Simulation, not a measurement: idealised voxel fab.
process module | voxel tone inversion
cross-section cut | 210 nm wide | cells 5 nm
A cross-section is a grid of square cells, given in bands from the top down. A band is one or more rows of cells.
Each band's line starts with the height of the band's top and of its bottom, in nm. Then come its materials from left to right, each with its width in nm. One material with "throughout" fills the band from edge to edge. "air" is empty space.
Height 0 is the level under which the wafer as received is all one material. The lowest band goes on downwards, as in "0 down".
A width such as "30 to 40" changes by the same amount from each row of cells to the next, from the band's top row to its bottom row.
"no change" after a step means that no cell of the cross-section changed.
closed voids: empty space of 8 cells or more with no open way to the top, each as width x height at its distance from the left edge, in nm
after a step's settings: what the simulator itself notes on the step
overlay nm, on a step with a mask: how far to the right of its planned place the mask lay; to the left if negative
plan
1 op RECEIVE | material Si
2 op CONFORMAL_DEP | material SiN | thk nm 10
3 op DIRECTIONAL_DEP | material aC | thk nm 25
4 op PATTERN | tone cover | mask id POSTS | material resist | width nm 20 | pitch nm 40 | thk nm 30 | overlay nm 0
5 op DIRECTIONAL_ETCH | etch materials aC | depth nm 25
6 op STRIP | etch materials resist
7 op FILL_DEP | material lowk | thk nm 10
8 op CMP | height nm 35
9 op STRIP | etch materials aC
10 op CONFORMAL_DEP | material TiN | thk nm 5
11 op FILL_DEP | material W | thk nm 5
12 op CMP | height nm 35
13 op CONFORMAL_DEP | material SiCN | thk nm 5
varied across the wafers: thk nm of step 13. The plan shows the first wafer's value. All wafers start alike
first wafer as received, after step 1
  0 down: Si throughout
  closed voids: none
first wafer at the end, after step 13
  40 to 35: SiCN throughout
  35 to 15: lowk 75 | TiN 5 | W 10 | TiN 5 | lowk 20 | TiN 5 | W 10 | TiN 5 | lowk 75
  15 to 10: lowk 75 | TiN 20 | lowk 20 | TiN 20 | lowk 75
  10 to 0: SiN throughout
  0 down: Si throughout
  closed voids: none
last wafer at the end
  55 to 35: SiCN throughout
  35 to 15: lowk 75 | TiN 5 | W 10 | TiN 5 | lowk 20 | TiN 5 | W 10 | TiN 5 | lowk 75
  15 to 10: lowk 75 | TiN 20 | lowk 20 | TiN 20 | lowk 75
  10 to 0: SiN throughout
  0 down: Si throughout
  closed voids: none
each wafer at the end: cells of each material gained (+) or lost (-) since it was received, then its closed voids
thk nm 5 | +42 SiCN | +84 SiN | +24 TiN | +16 W | +170 lowk | closed voids: none
thk nm 10 | +84 SiCN | +84 SiN | +24 TiN | +16 W | +170 lowk | closed voids: none
thk nm 15 | +126 SiCN | +84 SiN | +24 TiN | +16 W | +170 lowk | closed voids: none
thk nm 20 | +168 SiCN | +84 SiN | +24 TiN | +16 W | +170 lowk | closed voids: none
